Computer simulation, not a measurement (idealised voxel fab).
process module | voxel self aligned vias
cross-section cut | 250 nm wide | cells 5 nm
A cross-section is a grid of square cells, given in bands from the top down. A band is one or more rows of cells.
Each band's line starts with the height of the band's top and of its bottom, in nm. Then come its materials from left to right, each with its width in nm. One material with "throughout" fills the band from edge to edge. "air" is empty space.
Height 0 is the level under which the wafer as received is all one material. The lowest band goes on downwards, as in "0 down".
A width such as "30 to 40" changes by the same amount from each row of cells to the next, from the band's top row to its bottom row.
"no change" after a step means that no cell of the cross-section changed.
closed voids: empty space of 8 cells or more with no open way to the top, each as width x height at its distance from the left edge, in nm
after a step's settings: what the simulator itself notes on the step
overlay nm, on a step with a mask: how far to the right of its planned place the mask lay; to the left if negative
plan
1 op RECEIVE | material Si
2 op CONFORMAL_DEP | material SiO2 | thk nm 15
3 op CONFORMAL_DEP | material SiCN | thk nm 5
4 op DIRECTIONAL_DEP | material lowk | thk nm 25
5 op PATTERN | tone open | mask id LINES | material resist | width nm 20 | pitch nm 55 | thk nm 20 | overlay nm 0
6 op DIRECTIONAL_ETCH | etch materials lowk | depth nm 25
7 op STRIP | etch materials resist
8 op CONFORMAL_DEP | material TiN | thk nm 5
9 op FILL_DEP | material W | thk nm 5
10 op CMP | height nm 45
11 op SELECTIVE_ETCH | etch materials W Ru TiN | depth nm 5
12 op FILL_DEP | material SiN | thk nm 10
13 op CMP | height nm 45
14 op DIRECTIONAL_DEP | material lowk | thk nm 20
15 op DIRECTIONAL_DEP | material aC | thk nm 10
16 op PATTERN | tone open | mask id VIAS | material resist | width nm 40 | pitch nm 55 | thk nm 25 | overlay nm -15
17 op DIRECTIONAL_ETCH | etch materials aC | depth nm 10
18 op STRIP | etch materials resist
19 op DIRECTIONAL_ETCH | etch materials lowk | depth nm 20
20 op DIRECTIONAL_ETCH | etch materials SiN | depth nm 5
21 op STRIP | etch materials aC
22 op CONFORMAL_DEP | material TiN | thk nm 5
23 op FILL_DEP | material Ru | thk nm 10
24 op CMP | height nm 65
25 op CONFORMAL_DEP | material SiCN | thk nm 5
varied across the wafers: overlay nm of step 16. The plan shows the first wafer's value. All wafers start alike
first wafer as received, after step 1
  0 down: Si throughout
  closed voids: none
each wafer at the end: cells of each material gained (+) or lost (-) since it was received, then its closed voids
overlay nm -15 | +57 Ru | +100 SiCN | +3 SiN | +150 SiO2 | +78 TiN | +18 W | +294 lowk | closed voids: none
overlay nm -10 | +60 Ru | +100 SiCN | +150 SiO2 | +78 TiN | +18 W | +294 lowk | closed voids: none
overlay nm -5 | +60 Ru | +100 SiCN | +150 SiO2 | +78 TiN | +18 W | +294 lowk | closed voids: none
overlay nm 0 | +60 Ru | +100 SiCN | +150 SiO2 | +78 TiN | +18 W | +294 lowk | closed voids: none
overlay nm 5 | +60 Ru | +100 SiCN | +150 SiO2 | +78 TiN | +18 W | +294 lowk | closed voids: none
overlay nm 10 | +60 Ru | +100 SiCN | +150 SiO2 | +78 TiN | +18 W | +294 lowk | closed voids: none
overlay nm 15 | +57 Ru | +100 SiCN | +3 SiN | +150 SiO2 | +78 TiN | +18 W | +294 lowk | closed voids: none
